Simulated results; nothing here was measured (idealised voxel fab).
Process module in this document: voxel fin reveal
Xsec cut, 290 nm wide, square cell size 5 nm.
If you're reading a cross-section in this doc, picture square cells in a grid; it comes to you as bands, top ones listed first down to the bottom, and a band can be one or more rows of cells. A band entry consists of two parts. The first gives the height of the band's top and the height of its bottom, in nm. The rest lists the band's materials from left to right, each with its width in nm. A single material labelled with the word "edge to edge" fills the band from edge to edge, and the word "blank" marks empty space. The reference from which all heights are counted is 0, the level beneath which the as-received wafer is entirely one material; the lowest band, having no lower bound, proceeds downward and is written after the example "from 0 down". You'd read "30->40" like this: the band's top row of cells is as wide as the first number, its bottom row is as wide as the second, and going down, every row changes width by the same amount as the row before did. Where a step carries "everything unchanged", the cross-section came out of it unchanged, cell for cell. Enclosed voids (no open way to top), threshold 8 cells or more, entry "Enclosed void list", notation width x height at distance, distance from left edge, nm. after a step's settings: what the simulator itself notes on the step. A step's line can hold "overlay nm"; with a mask on that step, the setting says how far right of the planned place the mask lay, while a negative setting says it lay to the left.

-- Listed below are the process steps as planned
1,RECEIVE: material Si
2,CONFORMAL_DEP: material SiN, thk nm 10
3,PATTERN: tone cover, mask id FINS, material resist, width nm 15, pitch nm 40, thk nm 15, overlay nm 0
4,DIRECTIONAL_ETCH: etch materials SiN, depth nm 10
5,DIRECTIONAL_ETCH: etch materials Si, depth nm 35
6,STRIP: etch materials resist
7,OXIDIZE: depth nm 5
8,FILL_DEP: material SiO2, thk nm 5
9,CMP: height nm 10
10,SELECTIVE_ETCH: etch materials SiO2, depth nm 25
11,STRIP: etch materials SiN
12,CONFORMAL_DEP: material HfO2, thk nm 5

-- Cross-section of the wafer at receipt, which is the condition after step 1
    from 0 down | Si edge to edge
    Enclosed void list: none

-- One mistake in running the module, otherwise start and plan as above: cross-section at the end
    from 5 to 0 | 115 blank; 15 HfO2; 25 blank; 15 HfO2; 120 blank
    from 0 to -5 | 120 HfO2; 5 Si; 35 HfO2; 5 Si; 125 HfO2
    from -5 to -40 | 120 SiO2; 5 Si; 35 SiO2; 5 Si; 125 SiO2
    from -40 down | Si edge to edge
    Enclosed void list: none
What broke from the plan during processing? off-plan run, step 10, actual operation and settings SELECTIVE_ETCH: etch materials SiO2, depth nm 15
